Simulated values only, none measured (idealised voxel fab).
The following is a process module called voxel wiring stack.
The cross-section on display is named cut; it measures 230 nm wide, and its cells are 5 nm squares.
In what follows, cross-sections appear as grids of square cells, described through bands that run from the top down, where every band is one or more rows of cells.
In this notation a band is specified by the heights of its top and bottom, in that order and in nm, after which its materials appear from left to right, each paired with its width in nm. The word "all across" attached to a single material means that material fills the band from edge to edge; the word "air" stands for empty space.
Note: height 0 marks the level under which the wafer is uniformly one material as received. Lowest band unbounded below, written "0 down".
So if you see something like "30..40" for the width, read it as the top row of the band sitting at the first number and the bottom row at the second, with every row in between moving by the same amount as the last.
A step reported as "changes: none" is a step in which no cell of the cross-section changed.
"Closed voids list" contains a list of empty spaces, each no smaller than 8 cells and without an open way to the top, written in the form width x height at distance with the distance from the left edge and all three in nm.
after a step's settings: what the simulator itself notes on the step
overlay nm: mask right of planned place by this much (step with mask). Neg. = left.
**List of planned process steps**
step 1: RECEIVE | material Si
step 2: CONFORMAL_DEP | material SiO2 | thk nm 10
step 3: DIRECTIONAL_DEP | material TiN | thk nm 5
step 4: DIRECTIONAL_DEP | material W | thk nm 25
step 5: MASKED_ETCH | tone cover | mask id METAL_1 | width nm 25 | pitch nm 40 | etch materials W | depth nm 25 | overlay nm 0
step 6: MASKED_ETCH | tone cover | mask id METAL_1 | width nm 25 | pitch nm 40 | etch materials TiN | depth nm 5 | overlay nm 0
step 7: CONFORMAL_DEP | material SiCN | thk nm 5
step 8: FILL_DEP | material lowk | thk nm 10
step 9: CMP | height nm 40
step 10: CONFORMAL_DEP | material SiCN | thk nm 5
step 11: DIRECTIONAL_DEP | material SiO2 | thk nm 10
step 12: PATTERN | tone open | mask id PLUG_1 | material resist | width nm 15 | thk nm 20 | overlay nm 0
step 13: DIRECTIONAL_ETCH | etch materials SiO2 | depth nm 10
step 14: DIRECTIONAL_ETCH | etch materials SiCN | depth nm 5
step 15: STRIP | etch materials resist
step 16: CONFORMAL_DEP | material TiN | thk nm 5
step 17: FILL_DEP | material Ru | thk nm 5
step 18: CMP | height nm 55
step 19: CONFORMAL_DEP | material SiCN | thk nm 5
step 20: DIRECTIONAL_DEP | material lowk | thk nm 25
step 21: MASKED_ETCH | tone open | mask id METAL_2 | width nm 25 | pitch nm 40 | etch materials lowk | depth nm 25 | overlay nm 0
step 22: MASKED_ETCH | tone open | mask id METAL_2 | width nm 25 | pitch nm 40 | etch materials SiCN | depth nm 5 | overlay nm 0
step 23: CONFORMAL_DEP | material TiN | thk nm 5
step 24: FILL_DEP | material Cu | thk nm 5
step 25: CMP | height nm 85
step 26: CONFORMAL_DEP | material SiCN | thk nm 5
step 27: DIRECTIONAL_DEP | material lowk | thk nm 10
step 28: MASKED_ETCH | tone open | mask id PLUG_2 | width nm 15 | etch materials lowk | depth nm 10 | overlay nm 0
step 29: MASKED_ETCH | tone open | mask id PLUG_2 | width nm 15 | etch materials SiCN | depth nm 5 | overlay nm 0
step 30: CONFORMAL_DEP | material TiN | thk nm 5
step 31: FILL_DEP | material Cu | thk nm 5
step 32: CMP | height nm 100
step 33: DIRECTIONAL_DEP | material TiN | thk nm 5
step 34: DIRECTIONAL_DEP | material W | thk nm 25
step 35: DIRECTIONAL_DEP | material aC | thk nm 10
step 36: PATTERN | tone cover | mask id METAL_3 | material resist | width nm 25 | pitch nm 40 | thk nm 25 | overlay nm 0
step 37: DIRECTIONAL_ETCH | etch materials aC | depth nm 10
step 38: STRIP | etch materials resist
step 39: DIRECTIONAL_ETCH | etch materials W | depth nm 25
step 40: DIRECTIONAL_ETCH | etch materials TiN | depth nm 5
step 41: STRIP | etch materials aC
step 42: FILL_DEP | material lowk | thk nm 10
step 43: CMP | height nm 130
step 44: CONFORMAL_DEP | material SiCN | thk nm 5
step 45: DIRECTIONAL_DEP | material lowk | thk nm 10
step 46: MASKED_ETCH | tone open | mask id PLUG_3 | width nm 15 | etch materials lowk | depth nm 10 | overlay nm 0
step 47: MASKED_ETCH | tone open | mask id PLUG_3 | width nm 15 | etch materials SiCN | depth nm 5 | overlay nm 0
step 48: CONFORMAL_DEP | material TiN | thk nm 5
step 49: FILL_DEP | material W | thk nm 10
step 50: CMP | height nm 145
step 51: CONFORMAL_DEP | material SiN | thk nm 5
step 52: DIRECTIONAL_DEP | material SiO2 | thk nm 25
step 53: MASKED_ETCH | tone open | mask id METAL_4 | width nm 25 | pitch nm 40 | etch materials SiO2 | depth nm 25 | overlay nm 0
step 54: MASKED_ETCH | tone open | mask id METAL_4 | width nm 25 | pitch nm 40 | etch materials SiN | depth nm 5 | overlay nm 0
step 55: CONFORMAL_DEP | material TiN | thk nm 5
step 56: FILL_DEP | material Ru | thk nm 10
step 57: CMP | height nm 175
step 58: EPI | material Ru | thk nm 5
step 59: FILL_DEP | material SiCN | thk nm 5
Don't read the plan's thk nm for step 23 as applying to every wafer: that's the first wafer's value, and the wafers differ in it, though they all start identical.
**Here's the first of the wafers in cross-section, just as we got it, i.e. after step 1**
  0 down | Si all across
  Closed voids list: none
**The figure below presents a cross-section of the first of several wafers at the conclusion of the module, following its last step, step 59**
  185 to 180 | SiCN all across
  180 to 175 | SiCN: 75, Ru: 35, SiCN: 5, Ru: 35, SiCN: 80
  175 to 150 | SiO2: 80, TiN: 5, Ru: 15, TiN: 5, SiO2: 15, TiN: 5, Ru: 15, TiN: 5, SiO2: 85
  150 to 145 | SiN: 80, TiN: 25, SiN: 15, TiN: 25, SiN: 85
  145 to 135 | lowk: 80, TiN: 5, W: 5, TiN: 5, lowk: 135
  135 to 130 | SiCN: 80, TiN: 15, SiCN: 135
  130 to 105 | lowk: 80, W: 25, lowk: 15, W: 25, lowk: 85
  105 to 100 | lowk: 80, TiN: 25, lowk: 15, TiN: 25, lowk: 85
  100 to 90 | lowk: 80, TiN: 5, Cu: 5, TiN: 5, lowk: 135
  90 to 85 | SiCN: 80, TiN: 15, SiCN: 135
  85 to 60 | lowk: 80, TiN: 5, Cu: 15, TiN: 5, lowk: 15, TiN: 5, Cu: 15, TiN: 5, lowk: 85
  60 to 55 | SiCN: 80, TiN: 25, SiCN: 15, TiN: 25, SiCN: 85
  55 to 45 | SiO2: 80, TiN: 5, Ru: 5, TiN: 5, SiO2: 135
  45 to 40 | SiCN: 80, TiN: 15, SiCN: 135
  40 to 15 | lowk: 75, SiCN: 5, W: 25, SiCN: 5, lowk: 5, SiCN: 5, W: 25, SiCN: 5, lowk: 80
  15 to 10 | SiCN: 80, TiN: 25, SiCN: 15, TiN: 25, SiCN: 85
  10 to 0 | SiO2 all across
  0 down | Si all across
  Closed voids list: none
**Last wafer x-sec, end of module**
  185 to 180 | SiCN all across
  180 to 175 | SiCN: 75, Ru: 35, SiCN: 5, Ru: 35, SiCN: 80
  175 to 150 | SiO2: 80, TiN: 5, Ru: 15, TiN: 5, SiO2: 15, TiN: 5, Ru: 15, TiN: 5, SiO2: 85
  150 to 145 | SiN: 80, TiN: 25, SiN: 15, TiN: 25, SiN: 85
  145 to 135 | lowk: 80, TiN: 5, W: 5, TiN: 5, lowk: 135
  135 to 130 | SiCN: 80, TiN: 15, SiCN: 135
  130 to 105 | lowk: 80, W: 25, lowk: 15, W: 25, lowk: 85
  105 to 100 | lowk: 80, TiN: 25, lowk: 15, TiN: 25, lowk: 85
  100 to 90 | lowk: 80, TiN: 5, Cu: 5, TiN: 5, lowk: 135
  90 to 85 | SiCN: 80, TiN: 15, SiCN: 135
  85 to 60 | lowk: 80, TiN: 25, lowk: 15, TiN: 25, lowk: 85
  60 to 55 | SiCN: 80, TiN: 25, SiCN: 15, TiN: 25, SiCN: 85
  55 to 45 | SiO2: 80, TiN: 5, Ru: 5, TiN: 5, SiO2: 135
  45 to 40 | SiCN: 80, TiN: 15, SiCN: 135
  40 to 15 | lowk: 75, SiCN: 5, W: 25, SiCN: 5, lowk: 5, SiCN: 5, W: 25, SiCN: 5, lowk: 80
  15 to 10 | SiCN: 80, TiN: 25, SiCN: 15, TiN: 25, SiCN: 85
  10 to 0 | SiO2 all across
  0 down | Si all across
  Closed voids list: none
**Basically each wafer gets a line in the table, showing it at the end of the module: material by material, the cells it gained (+) or lost (-) since we got it, then its closed voids**
thk nm 5, +32 Cu, +46 Ru, +299 SiCN, +36 SiN, +358 SiO2, +101 TiN, +102 W, +728 lowk, Closed voids list: none
thk nm 10, +10 Cu, +46 Ru, +299 SiCN, +36 SiN, +358 SiO2, +123 TiN, +102 W, +728 lowk, Closed voids list: none
thk nm 15, +2 Cu, +46 Ru, +299 SiCN, +36 SiN, +358 SiO2, +131 TiN, +102 W, +728 lowk, Closed voids list: none
thk nm 20, +2 Cu, +46 Ru, +299 SiCN, +36 SiN, +358 SiO2, +131 TiN, +102 W, +728 lowk, Closed voids list: none
